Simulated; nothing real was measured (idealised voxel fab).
This section sets out a process module, namely voxel spacer lines.
Cross-sectional view cut (width: 245 nm; square cell size: 5 nm).
Reading order for cross-sections: top band down to bottom band. Underlying form: a grid of square cells. Band size: one or more rows of cells.
What a band's entry tells you: where the top is and where the bottom is, as heights in nm, and after that what lies inside, material by material from left to right, each with its width in nm. Empty space is written as the word "empty", and a single material marked with the word "everywhere" occupies the band from edge to edge.
A quick word on heights: they are counted from 0, and under that level the wafer as it came to us is one material throughout. The lowest band is different from the rest in having no bottom; it simply continues downward, written as in "0 nm and below".
Quick explanation for "30..40": the width changes in equal steps down the rows of cells, from the first number in the band's top row to the second number in its bottom row.
The cross-section has no changed cell in any step marked "left unchanged".
Entry "Closed voids list" = empty spaces >= 8 cells with no open way to the top; each as width x height at distance, distance from left edge, all nm.
What comes after the settings on a step's line is commentary from the simulator itself on that step.
overlay nm: mask offset rightward from planned place, masked step; negative means leftward offset.
**Intended process steps**
1. RECEIVE: material Si
2. CONFORMAL_DEP: material Al2O3, thk nm 5
3. DIRECTIONAL_DEP: material W, thk nm 20
4. DIRECTIONAL_DEP: material aC, thk nm 25
5. PATTERN: tone cover, mask id MANDREL, material resist, width nm 25, pitch nm 70, thk nm 30, overlay nm 0
6. DIRECTIONAL_ETCH: etch materials aC, depth nm 25
7. STRIP: etch materials resist
8. CONFORMAL_DEP: material SiO2, thk nm 10
9. DIRECTIONAL_ETCH: etch materials SiO2, depth nm 10
10. STRIP: etch materials aC
11. DIRECTIONAL_ETCH: etch materials W, depth nm 20
12. STRIP: etch materials SiO2
**First of two wafers - as planned**
**As-received state of the wafer in cross-section, equivalent to post-step 1**
0 nm and below | Si everywhere
Closed voids list: none
**Cross-section through the wafer, step 2 finished**
5 nm to 0 nm | Al2O3 everywhere
Rest of section, below 0: as before.
**Cross-section through the wafer, step 3 finished**
25 nm to 5 nm | W everywhere
Rest of section, below 5: as before.
**Cross-section through the wafer, step 4 finished**
50 nm to 25 nm | aC everywhere
Rest of section, below 25: as before.
**Cross-section through the wafer, step 5 finished**
80 nm to 50 nm | 75 of empty / 25 of resist / 45 of empty / 25 of resist / 75 of empty
Rest of section, below 50: as before.
**Cross-section through the wafer, step 6 finished**
55 nm to 50 nm | 75 of empty / 25 of resist / 45 of empty / 25 of resist / 75 of empty
50 nm to 25 nm | 75 of empty / 25 of aC / 45 of empty / 25 of aC / 75 of empty
Rest of section, below 25: as before.
**Cross-section through the wafer, step 7 finished**
50 nm to 25 nm | 75 of empty / 25 of aC / 45 of empty / 25 of aC / 75 of empty
Rest of section, below 25: as before.
**Cross-section through the wafer, step 8 finished**
60 nm to 50 nm | 65 of empty / 45 of SiO2 / 25 of empty / 45 of SiO2 / 65 of empty
50 nm to 35 nm | 65 of empty / 10 of SiO2 / 25 of aC / 10 of SiO2 / 25 of empty / 10 of SiO2 / 25 of aC / 10 of SiO2 / 65 of empty
35 nm to 25 nm | 75 of SiO2 / 25 of aC / 45 of SiO2 / 25 of aC / 75 of SiO2
Rest of section, below 25: as before.
**Cross-section through the wafer, step 9 finished**
50 nm to 25 nm | 65 of empty / 10 of SiO2 / 25 of aC / 10 of SiO2 / 25 of empty / 10 of SiO2 / 25 of aC / 10 of SiO2 / 65 of empty
Rest of section, below 25: as before.
**Cross-section through the wafer, step 10 finished**
50 nm to 25 nm | 65 of empty / 10 of SiO2 / 25 of empty / 10 of SiO2 / 25 of empty / 10 of SiO2 / 25 of empty / 10 of SiO2 / 65 of empty
Rest of section, below 25: as before.
**Cross-section through the wafer, step 11 finished**
50 nm to 25 nm | 65 of empty / 10 of SiO2 / 25 of empty / 10 of SiO2 / 25 of empty / 10 of SiO2 / 25 of empty / 10 of SiO2 / 65 of empty
25 nm to 5 nm | 65 of empty / 10 of W / 25 of empty / 10 of W / 25 of empty / 10 of W / 25 of empty / 10 of W / 65 of empty
Rest of section, below 5: as before.
**Cross-section through the wafer, step 12 finished**
25 nm to 5 nm | 65 of empty / 10 of W / 25 of empty / 10 of W / 25 of empty / 10 of W / 25 of empty / 10 of W / 65 of empty
Rest of section, below 5: as before.
**The second wafer was prepared from the same starting point and under the same plan as the first; its processing contained one mistake, and it remains indistinguishable from the first wafer up to and including step 4**
**Cross-sectional representation of the second wafer at the time designated in the plan for the completion of step 5**
80 nm to 50 nm | 65 of empty / 25 of resist / 45 of empty / 25 of resist / 85 of empty
Rest of section, below 50: as before.
**Cross-sectional representation of the second wafer at the time designated in the plan for the completion of step 6**
55 nm to 50 nm | 65 of empty / 25 of resist / 45 of empty / 25 of resist / 85 of empty
50 nm to 25 nm | 65 of empty / 25 of aC / 45 of empty / 25 of aC / 85 of empty
Rest of section, below 25: as before.
**Cross-sectional representation of the second wafer at the time designated in the plan for the completion of step 7**
50 nm to 25 nm | 65 of empty / 25 of aC / 45 of empty / 25 of aC / 85 of empty
Rest of section, below 25: as before.
**Cross-sectional representation of the second wafer at the time designated in the plan for the completion of step 8**
60 nm to 50 nm | 55 of empty / 45 of SiO2 / 25 of empty / 45 of SiO2 / 75 of empty
50 nm to 35 nm | 55 of empty / 10 of SiO2 / 25 of aC / 10 of SiO2 / 25 of empty / 10 of SiO2 / 25 of aC / 10 of SiO2 / 75 of empty
35 nm to 25 nm | 65 of SiO2 / 25 of aC / 45 of SiO2 / 25 of aC / 85 of SiO2
Rest of section, below 25: as before.
**Cross-sectional representation of the second wafer at the time designated in the plan for the completion of step 9**
50 nm to 25 nm | 55 of empty / 10 of SiO2 / 25 of aC / 10 of SiO2 / 25 of empty / 10 of SiO2 / 25 of aC / 10 of SiO2 / 75 of empty
Rest of section, below 25: as before.
**Cross-sectional representation of the second wafer at the time designated in the plan for the completion of step 10**
50 nm to 25 nm | 55 of empty / 10 of SiO2 / 25 of empty / 10 of SiO2 / 25 of empty / 10 of SiO2 / 25 of empty / 10 of SiO2 / 75 of empty
Rest of section, below 25: as before.
**Cross-sectional representation of the second wafer at the time designated in the plan for the completion of step 11**
50 nm to 25 nm | 55 of empty / 10 of SiO2 / 25 of empty / 10 of SiO2 / 25 of empty / 10 of SiO2 / 25 of empty / 10 of SiO2 / 75 of empty
25 nm to 5 nm | 55 of empty / 10 of W / 25 of empty / 10 of W / 25 of empty / 10 of W / 25 of empty / 10 of W / 75 of empty
Rest of section, below 5: as before.
**Cross-sectional representation of the second wafer at the time designated in the plan for the completion of step 12**
25 nm to 5 nm | 55 of empty / 10 of W / 25 of empty / 10 of W / 25 of empty / 10 of W / 25 of empty / 10 of W / 75 of empty
Rest of section, below 5: as before.
What went wrong in running the wafer? step 5: run off-plan, actual operation and settings PATTERN: tone cover, mask id MANDREL, material resist, width nm 25, pitch nm 70, thk nm 30, overlay nm -10
Heads up: at the end the two wafers have identical cell counts per material, they're just laid out differently.
